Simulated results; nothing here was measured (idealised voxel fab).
Module name: voxel wiring stack (process module)
This is section cut - it's 160 nm across, gridded in 5 nm square cells.
Heads up, the way a cross-section reads in here is a grid of square cells, handed over as bands from the top down, with every band being one or more rows of cells.
First you get the band's top height and its bottom height, in nm, and then the materials it's made of, left to right, with each width in nm. If you see a single material with "edge to edge", that one covers the band edge to edge. "air" is empty space.
Height datum 0, below which the as-received substrate wafer is one material. Lowest band open at the bottom, running downward: "0 nm and below".
With a width like "30->40", each row of cells in the band differs from the next by the same amount, the top row carrying the first number and the bottom row the second.
For the purposes of this document, the phrase "no modifications" attached to a step denotes that no cell within the cross-section was modified by that step.
Enclosed voids (no open way to top), threshold 8 cells or more, entry "Enclosed void entries", notation width x height at distance, distance from left edge, nm.
Read whatever lies past the settings on a step's line as the simulator's own remark about the step.
overlay nm: mask right of planned place by this much (step with mask). Neg. = left.

So here's the lineup of process steps we planned:
step 1: RECEIVE, material Si
step 2: CONFORMAL_DEP, material SiO2, thk nm 10
step 3: DIRECTIONAL_DEP, material TiN, thk nm 5
step 4: DIRECTIONAL_DEP, material W, thk nm 15
step 5: PATTERN, tone cover, mask id METAL_1, material resist, width nm 20, pitch nm 35, thk nm 15, overlay nm 0
step 6: DIRECTIONAL_ETCH, etch materials W, depth nm 15
step 7: DIRECTIONAL_ETCH, etch materials TiN, depth nm 5
step 8: STRIP, etch materials resist
step 9: CONFORMAL_DEP, material SiCN, thk nm 5
step 10: FILL_DEP, material lowk, thk nm 5
step 11: CMP, height nm 30
step 12: CONFORMAL_DEP, material SiCN, thk nm 5
step 13: DIRECTIONAL_DEP, material lowk, thk nm 35
step 14: DIRECTIONAL_DEP, material aC, thk nm 10
step 15: PATTERN, tone open, mask id METAL_2, material resist, width nm 20, pitch nm 35, thk nm 30, overlay nm 0
step 16: DIRECTIONAL_ETCH, etch materials aC, depth nm 10
step 17: STRIP, etch materials resist
step 18: DIRECTIONAL_ETCH, etch materials lowk, depth nm 20
step 19: STRIP, etch materials aC
step 20: DIRECTIONAL_DEP, material aC, thk nm 10
step 21: PATTERN, tone open, mask id METAL_2_HOLES, material resist, width nm 15, thk nm 30, overlay nm 0
step 22: DIRECTIONAL_ETCH, etch materials aC, depth nm 10
step 23: STRIP, etch materials resist
step 24: DIRECTIONAL_ETCH, etch materials lowk, depth nm 15
step 25: DIRECTIONAL_ETCH, etch materials SiCN, depth nm 5
step 26: STRIP, etch materials aC
step 27: CONFORMAL_DEP, material TiN, thk nm 5
step 28: FILL_DEP, material Cu, thk nm 10
step 29: CMP, height nm 70
step 30: CONFORMAL_DEP, material SiCN, thk nm 5
step 31: DIRECTIONAL_DEP, material SiO2, thk nm 25
step 32: DIRECTIONAL_DEP, material aC, thk nm 10
step 33: PATTERN, tone open, mask id METAL_3_HOLES, material resist, width nm 15, pitch nm 35, thk nm 30, overlay nm 0
step 34: DIRECTIONAL_ETCH, etch materials aC, depth nm 10
step 35: STRIP, etch materials resist
step 36: DIRECTIONAL_ETCH, etch materials SiO2, depth nm 25
step 37: STRIP, etch materials aC
step 38: PATTERN, tone open, mask id METAL_3, material resist, width nm 20, pitch nm 35, thk nm 15, overlay nm 0
step 39: DIRECTIONAL_ETCH, etch materials SiO2, depth nm 15
step 40: DIRECTIONAL_ETCH, etch materials SiCN, depth nm 5
step 41: STRIP, etch materials resist
step 42: CONFORMAL_DEP, material TiN, thk nm 5
step 43: FILL_DEP, material Ru, thk nm 5
step 44: CMP, height nm 100
step 45: CONFORMAL_DEP, material SiCN, thk nm 5

First of two wafers, with the run carried out as planned:

Cross-section of the wafer upon arrival, representing the state reached after step 1:
  0 nm and below = Si edge to edge
  Enclosed void entries: none

Wafer section view after processing step 2:
  10 nm to 0 nm = SiO2 edge to edge
  Rest of section, below 0: as before.

Wafer section view after processing step 3:
  15 nm to 10 nm = TiN edge to edge
  Rest of section, below 10: as before.

Wafer section view after processing step 4:
  30 nm to 15 nm = W edge to edge
  Rest of section, below 15: as before.

Wafer section view after processing step 5:
  45 nm to 30 nm = air=50  resist=20  air=15  resist=20  air=55
  Rest of section, below 30: as before.

Wafer section view after processing step 6:
  45 nm to 30 nm = air=50  resist=20  air=15  resist=20  air=55
  30 nm to 15 nm = air=50  W=20  air=15  W=20  air=55
  Rest of section, below 15: as before.

Wafer section view after processing step 7:
  45 nm to 30 nm = air=50  resist=20  air=15  resist=20  air=55
  30 nm to 15 nm = air=50  W=20  air=15  W=20  air=55
  15 nm to 10 nm = air=50  TiN=20  air=15  TiN=20  air=55
  Rest of section, below 10: as before.

Wafer section view after processing step 8:
  30 nm to 15 nm = air=50  W=20  air=15  W=20  air=55
  Rest of section, below 15: as before.

Wafer section view after processing step 9:
  35 nm to 30 nm = air=45  SiCN=30  air=5  SiCN=30  air=50
  30 nm to 15 nm = air=45  SiCN=5  W=20  SiCN=5  air=5  SiCN=5  W=20  SiCN=5  air=50
  15 nm to 10 nm = SiCN=50  TiN=20  SiCN=15  TiN=20  SiCN=55
  Rest of section, below 10: as before.

Wafer section view after processing step 10:
  40 nm to 35 nm = lowk edge to edge
  35 nm to 30 nm = lowk=45  SiCN=30  lowk=5  SiCN=30  lowk=50
  30 nm to 15 nm = lowk=45  SiCN=5  W=20  SiCN=5  lowk=5  SiCN=5  W=20  SiCN=5  lowk=50
  Rest of section, below 15: as before.

Wafer section view after processing step 11:
  30 nm to 15 nm = lowk=45  SiCN=5  W=20  SiCN=5  lowk=5  SiCN=5  W=20  SiCN=5  lowk=50
  Rest of section, below 15: as before.

Wafer section view after processing step 12:
  35 nm to 30 nm = SiCN edge to edge
  Rest of section, below 30: as before.

Wafer section view after processing step 13:
  70 nm to 35 nm = lowk edge to edge
  Rest of section, below 35: as before.

Wafer section view after processing step 14:
  80 nm to 70 nm = aC edge to edge
  Rest of section, below 70: as before.

Wafer section view after processing step 15:
  110 nm to 80 nm = resist=50  air=20  resist=15  air=20  resist=55
  Rest of section, below 80: as before.

Wafer section view after processing step 16:
  100 nm to 80 nm = resist=50  air=20  resist=15  air=20  resist=55
  80 nm to 70 nm = aC=50  air=20  aC=15  air=20  aC=55
  Rest of section, below 70: as before.

Wafer section view after processing step 17:
  80 nm to 70 nm = aC=50  air=20  aC=15  air=20  aC=55
  Rest of section, below 70: as before.

Wafer section view after processing step 18:
  80 nm to 70 nm = aC=50  air=20  aC=15  air=20  aC=55
  70 nm to 50 nm = lowk=50  air=20  lowk=15  air=20  lowk=55
  Rest of section, below 50: as before.

Wafer section view after processing step 19:
  70 nm to 50 nm = lowk=50  air=20  lowk=15  air=20  lowk=55
  Rest of section, below 50: as before.

Wafer section view after processing step 20:
  80 nm to 70 nm = aC=50  air=20  aC=15  air=20  aC=55
  70 nm to 60 nm = lowk=50  air=20  lowk=15  air=20  lowk=55
  60 nm to 50 nm = lowk=50  aC=20  lowk=15  aC=20  lowk=55
  Rest of section, below 50: as before.

Wafer section view after processing step 21:
  110 nm to 80 nm = resist=50  air=15  resist=95
  80 nm to 70 nm = aC=50  air=15  resist=5  aC=15  resist=20  aC=55
  70 nm to 60 nm = lowk=50  air=15  resist=5  lowk=15  resist=20  lowk=55
  Rest of section, below 60: as before.

Wafer section view after processing step 22:
  100 nm to 80 nm = resist=50  air=15  resist=95
  80 nm to 70 nm = aC=50  air=15  resist=5  aC=15  resist=20  aC=55
  70 nm to 60 nm = lowk=50  air=15  resist=5  lowk=15  resist=20  lowk=55
  60 nm to 50 nm = lowk=50  air=15  aC=5  lowk=15  aC=20  lowk=55
  Rest of section, below 50: as before.

Wafer section view after processing step 23:
  80 nm to 70 nm = aC=50  air=20  aC=15  air=20  aC=55
  70 nm to 60 nm = lowk=50  air=20  lowk=15  air=20  lowk=55
  Rest of section, below 60: as before.

Wafer section view after processing step 24:
  80 nm to 70 nm = aC=50  air=20  aC=15  air=20  aC=55
  70 nm to 60 nm = lowk=50  air=20  lowk=15  air=20  lowk=55
  60 nm to 50 nm = lowk=50  air=15  aC=5  lowk=15  aC=20  lowk=55
  50 nm to 35 nm = lowk=50  air=15  lowk=95
  Rest of section, below 35: as before.

Wafer section view after processing step 25:
  80 nm to 70 nm = aC=50  air=20  aC=15  air=20  aC=55
  70 nm to 60 nm = lowk=50  air=20  lowk=15  air=20  lowk=55
  60 nm to 50 nm = lowk=50  air=15  aC=5  lowk=15  aC=20  lowk=55
  50 nm to 35 nm = lowk=50  air=15  lowk=95
  35 nm to 30 nm = SiCN=50  air=15  SiCN=95
  Rest of section, below 30: as before.

Wafer section view after processing step 26:
  70 nm to 50 nm = lowk=50  air=20  lowk=15  air=20  lowk=55
  Rest of section, below 50: as before.

Wafer section view after processing step 27:
  75 nm to 70 nm = TiN=55  air=10  TiN=25  air=10  TiN=60
  70 nm to 55 nm = lowk=50  TiN=5  air=10  TiN=5  lowk=15  TiN=5  air=10  TiN=5  lowk=55
  55 nm to 50 nm = lowk=50  TiN=5  air=5  TiN=10  lowk=15  TiN=20  lowk=55
  50 nm to 35 nm = lowk=50  TiN=5  air=5  TiN=5  lowk=95
  35 nm to 30 nm = SiCN=50  TiN=15  SiCN=95
  Rest of section, below 30: as before.

Wafer section view after processing step 28:
  85 nm to 75 nm = Cu edge to edge
  75 nm to 70 nm = TiN=55  Cu=10  TiN=25  Cu=10  TiN=60
  70 nm to 55 nm = lowk=50  TiN=5  Cu=10  TiN=5  lowk=15  TiN=5  Cu=10  TiN=5  lowk=55
  55 nm to 50 nm = lowk=50  TiN=5  Cu=5  TiN=10  lowk=15  TiN=20  lowk=55
  50 nm to 35 nm = lowk=50  TiN=5  Cu=5  TiN=5  lowk=95
  Rest of section, below 35: as before.

Wafer section view after processing step 29:
  70 nm to 55 nm = lowk=50  TiN=5  Cu=10  TiN=5  lowk=15  TiN=5  Cu=10  TiN=5  lowk=55
  Rest of section, below 55: as before.

Wafer section view after processing step 30:
  75 nm to 70 nm = SiCN edge to edge
  Rest of section, below 70: as before.

Wafer section view after processing step 31:
  100 nm to 75 nm = SiO2 edge to edge
  Rest of section, below 75: as before.

Wafer section view after processing step 32:
  110 nm to 100 nm = aC edge to edge
  Rest of section, below 100: as before.

Wafer section view after processing step 33:
  140 nm to 110 nm = resist=50  air=15  resist=20  air=15  resist=60
  Rest of section, below 110: as before.

Wafer section view after processing step 34:
  130 nm to 110 nm = resist=50  air=15  resist=20  air=15  resist=60
  110 nm to 100 nm = aC=50  air=15  aC=20  air=15  aC=60
  Rest of section, below 100: as before.

Wafer section view after processing step 35:
  110 nm to 100 nm = aC=50  air=15  aC=20  air=15  aC=60
  Rest of section, below 100: as before.

Wafer section view after processing step 36:
  110 nm to 100 nm = aC=50  air=15  aC=20  air=15  aC=60
  100 nm to 75 nm = SiO2=50  air=15  SiO2=20  air=15  SiO2=60
  Rest of section, below 75: as before.

Wafer section view after processing step 37:
  100 nm to 75 nm = SiO2=50  air=15  SiO2=20  air=15  SiO2=60
  Rest of section, below 75: as before.

Wafer section view after processing step 38:
  115 nm to 100 nm = resist=50  air=20  resist=15  air=20  resist=55
  Rest of section, below 100: as before.

Wafer section view after processing step 39:
  115 nm to 100 nm = resist=50  air=20  resist=15  air=20  resist=55
  100 nm to 85 nm = SiO2=50  air=20  SiO2=15  air=20  SiO2=55
  Rest of section, below 85: as before.

Wafer section view after processing step 40:
  115 nm to 100 nm = resist=50  air=20  resist=15  air=20  resist=55
  100 nm to 85 nm = SiO2=50  air=20  SiO2=15  air=20  SiO2=55
  85 nm to 75 nm = SiO2=50  air=15  SiO2=20  air=15  SiO2=60
  75 nm to 70 nm = SiCN=50  air=15  SiCN=20  air=15  SiCN=60
  Rest of section, below 70: as before.

Wafer section view after processing step 41:
  100 nm to 85 nm = SiO2=50  air=20  SiO2=15  air=20  SiO2=55
  Rest of section, below 85: as before.

Wafer section view after processing step 42:
  105 nm to 100 nm = TiN=55  air=10  TiN=25  air=10  TiN=60
  100 nm to 90 nm = SiO2=50  TiN=5  air=10  TiN=5  SiO2=15  TiN=5  air=10  TiN=5  SiO2=55
  90 nm to 85 nm = SiO2=50  TiN=5  air=5  TiN=10  SiO2=15  TiN=5  air=5  TiN=10  SiO2=55
  85 nm to 75 nm = SiO2=50  TiN=5  air=5  TiN=5  SiO2=20  TiN=5  air=5  TiN=5  SiO2=60
  75 nm to 70 nm = SiCN=50  TiN=15  SiCN=20  TiN=15  SiCN=60
  Rest of section, below 70: as before.

Wafer section view after processing step 43:
  110 nm to 105 nm = Ru edge to edge
  105 nm to 100 nm = TiN=55  Ru=10  TiN=25  Ru=10  TiN=60
  100 nm to 90 nm = SiO2=50  TiN=5  Ru=10  TiN=5  SiO2=15  TiN=5  Ru=10  TiN=5  SiO2=55
  90 nm to 85 nm = SiO2=50  TiN=5  Ru=5  TiN=10  SiO2=15  TiN=5  Ru=5  TiN=10  SiO2=55
  85 nm to 75 nm = SiO2=50  TiN=5  Ru=5  TiN=5  SiO2=20  TiN=5  Ru=5  TiN=5  SiO2=60
  Rest of section, below 75: as before.

Wafer section view after processing step 44:
  100 nm to 90 nm = SiO2=50  TiN=5  Ru=10  TiN=5  SiO2=15  TiN=5  Ru=10  TiN=5  SiO2=55
  Rest of section, below 90: as before.

Wafer section view after processing step 45:
  105 nm to 100 nm = SiCN edge to edge
  Rest of section, below 100: as before.

Second wafer - shared start and plan with the first - one error in running - same as the first up to step 20 inclusive:

Second wafer, cross-section, planned end of step 21:
  110 nm to 80 nm = resist=40  air=15  resist=105
  80 nm to 70 nm = aC=50  air=5  resist=15  aC=15  resist=20  aC=55
  70 nm to 60 nm = lowk=50  air=5  resist=15  lowk=15  resist=20  lowk=55
  Rest of section, below 60: as before.

Second wafer, cross-section, planned end of step 22:
  100 nm to 80 nm = resist=40  air=15  resist=105
  80 nm to 70 nm = aC=40  air=15  resist=15  aC=15  resist=20  aC=55
  70 nm to 60 nm = lowk=50  air=5  resist=15  lowk=15  resist=20  lowk=55
  60 nm to 50 nm = lowk=50  air=5  aC=15  lowk=15  aC=20  lowk=55
  Rest of section, below 50: as before.

Second wafer, cross-section, planned end of step 23:
  80 nm to 70 nm = aC=40  air=30  aC=15  air=20  aC=55
  70 nm to 60 nm = lowk=50  air=20  lowk=15  air=20  lowk=55
  Rest of section, below 60: as before.

Second wafer, cross-section, planned end of step 24:
  80 nm to 70 nm = aC=40  air=30  aC=15  air=20  aC=55
  70 nm to 60 nm = lowk=40  air=30  lowk=15  air=20  lowk=55
  60 nm to 50 nm = lowk=40->50  air=15->5  aC=15  lowk=15  aC=20  lowk=55
  50 nm to 35 nm = lowk=50  air=5  lowk=105
  Rest of section, below 35: as before.

Second wafer, cross-section, planned end of step 25:
  80 nm to 70 nm = aC=40  air=30  aC=15  air=20  aC=55
  70 nm to 60 nm = lowk=40  air=30  lowk=15  air=20  lowk=55
  60 nm to 50 nm = lowk=40->50  air=15->5  aC=15  lowk=15  aC=20  lowk=55
  50 nm to 35 nm = lowk=50  air=5  lowk=105
  35 nm to 30 nm = SiCN=50  air=5  SiCN=105
  Rest of section, below 30: as before.

Second wafer, cross-section, planned end of step 26:
  70 nm to 55 nm = lowk=40  air=30  lowk=15  air=20  lowk=55
  55 nm to 50 nm = lowk=50  air=20  lowk=15  air=20  lowk=55
  Rest of section, below 50: as before.

Second wafer, cross-section, planned end of step 27:
  75 nm to 70 nm = TiN=45  air=20  TiN=25  air=10  TiN=60
  70 nm to 60 nm = lowk=40  TiN=5  air=20  TiN=5  lowk=15  TiN=5  air=10  TiN=5  lowk=55
  60 nm to 55 nm = lowk=40  TiN=15  air=10  TiN=5  lowk=15  TiN=5  air=10  TiN=5  lowk=55
  55 nm to 50 nm = lowk=50  TiN=20  lowk=15  TiN=20  lowk=55
  50 nm to 35 nm = lowk=50  TiN=5  lowk=105
  35 nm to 30 nm = SiCN=50  TiN=5  SiCN=105
  Rest of section, below 30: as before.

Second wafer, cross-section, planned end of step 28:
  85 nm to 75 nm = Cu edge to edge
  75 nm to 70 nm = TiN=45  Cu=20  TiN=25  Cu=10  TiN=60
  70 nm to 60 nm = lowk=40  TiN=5  Cu=20  TiN=5  lowk=15  TiN=5  Cu=10  TiN=5  lowk=55
  60 nm to 55 nm = lowk=40  TiN=15  Cu=10  TiN=5  lowk=15  TiN=5  Cu=10  TiN=5  lowk=55
  Rest of section, below 55: as before.

Second wafer, cross-section, planned end of step 29:
  70 nm to 60 nm = lowk=40  TiN=5  Cu=20  TiN=5  lowk=15  TiN=5  Cu=10  TiN=5  lowk=55
  Rest of section, below 60: as before.

Second wafer, cross-section, planned end of step 30:
  75 nm to 70 nm = SiCN edge to edge
  Rest of section, below 70: as before.

Second wafer, cross-section, planned end of step 31:
  100 nm to 75 nm = SiO2 edge to edge
  Rest of section, below 75: as before.

Second wafer, cross-section, planned end of step 32:
  110 nm to 100 nm = aC edge to edge
  Rest of section, below 100: as before.

Second wafer, cross-section, planned end of step 33:
  140 nm to 110 nm = resist=50  air=15  resist=20  air=15  resist=60
  Rest of section, below 110: as before.

Second wafer, cross-section, planned end of step 34:
  130 nm to 110 nm = resist=50  air=15  resist=20  air=15  resist=60
  110 nm to 100 nm = aC=50  air=15  aC=20  air=15  aC=60
  Rest of section, below 100: as before.

Second wafer, cross-section, planned end of step 35:
  110 nm to 100 nm = aC=50  air=15  aC=20  air=15  aC=60
  Rest of section, below 100: as before.

Second wafer, cross-section, planned end of step 36:
  110 nm to 100 nm = aC=50  air=15  aC=20  air=15  aC=60
  100 nm to 75 nm = SiO2=50  air=15  SiO2=20  air=15  SiO2=60
  Rest of section, below 75: as before.

Second wafer, cross-section, planned end of step 37:
  100 nm to 75 nm = SiO2=50  air=15  SiO2=20  air=15  SiO2=60
  Rest of section, below 75: as before.

Second wafer, cross-section, planned end of step 38:
  115 nm to 100 nm = resist=50  air=20  resist=15  air=20  resist=55
  Rest of section, below 100: as before.

Second wafer, cross-section, planned end of step 39:
  115 nm to 100 nm = resist=50  air=20  resist=15  air=20  resist=55
  100 nm to 85 nm = SiO2=50  air=20  SiO2=15  air=20  SiO2=55
  Rest of section, below 85: as before.

Second wafer, cross-section, planned end of step 40:
  115 nm to 100 nm = resist=50  air=20  resist=15  air=20  resist=55
  100 nm to 85 nm = SiO2=50  air=20  SiO2=15  air=20  SiO2=55
  85 nm to 75 nm = SiO2=50  air=15  SiO2=20  air=15  SiO2=60
  75 nm to 70 nm = SiCN=50  air=15  SiCN=20  air=15  SiCN=60
  Rest of section, below 70: as before.

Second wafer, cross-section, planned end of step 41:
  100 nm to 85 nm = SiO2=50  air=20  SiO2=15  air=20  SiO2=55
  Rest of section, below 85: as before.

Second wafer, cross-section, planned end of step 42:
  105 nm to 100 nm = TiN=55  air=10  TiN=25  air=10  TiN=60
  100 nm to 90 nm = SiO2=50  TiN=5  air=10  TiN=5  SiO2=15  TiN=5  air=10  TiN=5  SiO2=55
  90 nm to 85 nm = SiO2=50  TiN=5  air=5  TiN=10  SiO2=15  TiN=5  air=5  TiN=10  SiO2=55
  85 nm to 75 nm = SiO2=50  TiN=5  air=5  TiN=5  SiO2=20  TiN=5  air=5  TiN=5  SiO2=60
  75 nm to 70 nm = SiCN=50  TiN=15  SiCN=20  TiN=15  SiCN=60
  Rest of section, below 70: as before.

Second wafer, cross-section, planned end of step 43:
  110 nm to 105 nm = Ru edge to edge
  105 nm to 100 nm = TiN=55  Ru=10  TiN=25  Ru=10  TiN=60
  100 nm to 90 nm = SiO2=50  TiN=5  Ru=10  TiN=5  SiO2=15  TiN=5  Ru=10  TiN=5  SiO2=55
  90 nm to 85 nm = SiO2=50  TiN=5  Ru=5  TiN=10  SiO2=15  TiN=5  Ru=5  TiN=10  SiO2=55
  85 nm to 75 nm = SiO2=50  TiN=5  Ru=5  TiN=5  SiO2=20  TiN=5  Ru=5  TiN=5  SiO2=60
  Rest of section, below 75: as before.

Second wafer, cross-section, planned end of step 44:
  100 nm to 90 nm = SiO2=50  TiN=5  Ru=10  TiN=5  SiO2=15  TiN=5  Ru=10  TiN=5  SiO2=55
  Rest of section, below 90: as before.

Second wafer, cross-section, planned end of step 45:
  105 nm to 100 nm = SiCN edge to edge
  Rest of section, below 100: as before.
The mistake made against the process plan was this: step 21, actual vs plan mismatch, actual run PATTERN, tone open, mask id METAL_2_HOLES, material resist, width nm 15, thk nm 30, overlay nm -10
The second wafer ends with more or fewer cells of some materials than the first, per final count: 2 more of SiCN; 2 fewer of TiN
